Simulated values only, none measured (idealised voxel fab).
This is a process module. Its name is voxel local oxidation.
Xsec cut, 235 nm wide, square cell size 5 nm.
Cross-section = grid of square cells, listed top down in bands; band = one or more rows.
Top height, bottom height, nm. Materials left to right, width each, nm. Single material + "full width" = fills band edge to edge. "empty" = empty.
Beneath 0, the wafer as received is one material, and that level is where height counting begins. The lowest band goes on downward without a bottom; it is written like "from 0 down".
Read "30->40" as a graded width: first number on top, second number at the bottom, same change between each pair of neighbouring rows.
Where a step carries "no modification", the cross-section came out of it unchanged, cell for cell.
What "Closed void entries" gives you is every empty space of 8 cells or more that is cut off from the top. Each appears as width x height at distance, with the distance taken from the left edge and width, height and distance all in nm.
Step line, after settings: the simulator's comment on this step.
For masked steps, "overlay nm" on the step line gives how far right of plan the mask actually lay; a minus sign means it lay to the left.
THE PROCESS STEPS THAT WERE PLANNED ARE LISTED BELOW
1,RECEIVE (material Si)
2,OXIDIZE (depth nm 5)
3,CONFORMAL_DEP (material SiN; thk nm 5)
4,MASKED_ETCH (tone cover; mask id ACTIVE; width nm 110; etch materials SiN; depth nm 15; overlay nm 0)
5,SELECTIVE_ETCH (etch materials SiO2; depth nm 5)
6,OXIDIZE (depth nm 10)
7,STRIP (etch materials SiN)
Across this set of wafers, the varied parameter is the thk nm of step 3. Starting conditions are identical for every wafer, and the plan reports the value assigned to the first wafer.
THE FIRST OF SEVERAL WAFERS, AS RECEIVED AFTER STEP 1, SEEN IN SECTION
from 0 down  Si full width
Closed void entries: none
THE FOLLOWING TABLE CONTAINS A ROW PER WAFER, IN WHICH ARE REPORTED, AT THE CONCLUSION OF THE MODULE, THE CELLS OF EACH MATERIAL GAINED (+) OR LOST (-) SINCE THE WAFER'S RECEIPT, WITH ITS CLOSED VOIDS GIVEN THEREAFTER
thk nm 5 | -109 Si | +82 SiO2 | Closed void entries: none
thk nm 10 | -109 Si | +82 SiO2 | Closed void entries: none
thk nm 15 | -109 Si | +82 SiO2 | Closed void entries: none
thk nm 20 | -47 Si | +47 SiO2 | Closed void entries: none
thk nm 25 | -47 Si | +47 SiO2 | Closed void entries: none
thk nm 30 | -47 Si | +47 SiO2 | Closed void entries: none
